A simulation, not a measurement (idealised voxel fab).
process module | voxel gate over fins
cross-section cut | 165 nm wide | cells 5 nm
A cross-section is a grid of square cells, given in bands from the top down. A band is one or more rows of cells.
Each band's line starts with the height of the band's top and of its bottom, in nm. Then come its materials from left to right, each with its width in nm. One material with "throughout" fills the band from edge to edge. "air" is empty space.
Height 0 is the level under which the wafer as received is all one material. The lowest band goes on downwards, as in "0 down".
A width such as "30 to 40" changes by the same amount from each row of cells to the next, from the band's top row to its bottom row.
"no change" after a step means that no cell of the cross-section changed.
closed voids: empty space of 8 cells or more with no open way to the top, each as width x height at its distance from the left edge, in nm
after a step's settings: what the simulator itself notes on the step
overlay nm, on a step with a mask: how far to the right of its planned place the mask lay; to the left if negative
plan
1 op RECEIVE | material Si
2 op CONFORMAL_DEP | material SiN | thk nm 10
3 op PATTERN | tone cover | mask id FINS | material resist | width nm 15 | pitch nm 60 | thk nm 20 | overlay nm 0
4 op DIRECTIONAL_ETCH | etch materials SiN | depth nm 10
5 op DIRECTIONAL_ETCH | etch materials Si | depth nm 30
6 op STRIP | etch materials resist
7 op FILL_DEP | material SiO2 | thk nm 10
8 op CMP | height nm 10
9 op DIRECTIONAL_DEP | material aC | thk nm 15
10 op PATTERN | tone open | mask id RAIL | material resist | width nm 15 | thk nm 30 | overlay nm 0
11 op DIRECTIONAL_ETCH | etch materials aC | depth nm 15
12 op STRIP | etch materials resist
13 op DIRECTIONAL_ETCH | etch materials SiO2 | depth nm 35
14 op STRIP | etch materials aC
15 op CONFORMAL_DEP | material TiN | thk nm 5
16 op FILL_DEP | material Ru | thk nm 10
17 op CMP | height nm 10
18 op SELECTIVE_ETCH | etch materials W Ru TiN | depth nm 30
19 op FILL_DEP | material SiO2 | thk nm 5
20 op CMP | height nm 10
21 op SELECTIVE_ETCH | etch materials SiO2 | depth nm 20
22 op STRIP | etch materials SiN
23 op CONFORMAL_DEP | material HfO2 | thk nm 5
24 op CONFORMAL_DEP | material TiN | thk nm 5
25 op FILL_DEP | material W | thk nm 10
26 op CMP | height nm 15
27 op CONFORMAL_DEP | material SiCN | thk nm 5
as received, after step 1
  0 down: Si throughout
  closed voids: none
first wafer at the end, as planned
  20 to 15: SiCN throughout
  15 to 10: W throughout
  10 to 5: W 35 | TiN 35 | W 25 | TiN 35 | W 35
  5 to 0: W 35 | TiN 5 | HfO2 25 | TiN 5 | W 25 | TiN 5 | HfO2 25 | TiN 5 | W 35
  0 to -5: TiN 40 | HfO2 5 | Si 15 | HfO2 5 | TiN 35 | HfO2 5 | Si 15 | HfO2 5 | TiN 40
  -5 to -10: HfO2 45 | Si 15 | HfO2 45 | Si 15 | HfO2 45
  -10 to -20: SiO2 45 | Si 15 | SiO2 45 | Si 15 | SiO2 45
  -20 to -25: SiO2 45 | Si 15 | SiO2 15 | TiN 15 | SiO2 15 | Si 15 | SiO2 45
  -25 to -30: SiO2 45 | Si 15 | SiO2 45 | Si 15 | SiO2 45
  -30 down: Si throughout
  closed voids: none
second wafer at the end: like start, like plan, one mistake
  20 to 15: SiCN throughout
  15 to 10: W throughout
  10 to 5: W 35 | HfO2 35 | W 25 | HfO2 35 | W 35
  5 to 0: W 35 | HfO2 5 | TiN 25 | HfO2 5 | W 25 | HfO2 5 | TiN 25 | HfO2 5 | W 35
  0 to -5: HfO2 40 | TiN 5 | Si 15 | TiN 5 | HfO2 35 | TiN 5 | Si 15 | TiN 5 | HfO2 40
  -5 to -10: TiN 45 | Si 15 | TiN 45 | Si 15 | TiN 45
  -10 to -20: SiO2 45 | Si 15 | SiO2 45 | Si 15 | SiO2 45
  -20 to -25: SiO2 45 | Si 15 | SiO2 15 | TiN 15 | SiO2 15 | Si 15 | SiO2 45
  -25 to -30: SiO2 45 | Si 15 | SiO2 45 | Si 15 | SiO2 45
  -30 down: Si throughout
  closed voids: none
what went wrong: steps 23 and 24 were swapped
at the end the second wafer has, in cells: as many of each material as the first, in other places
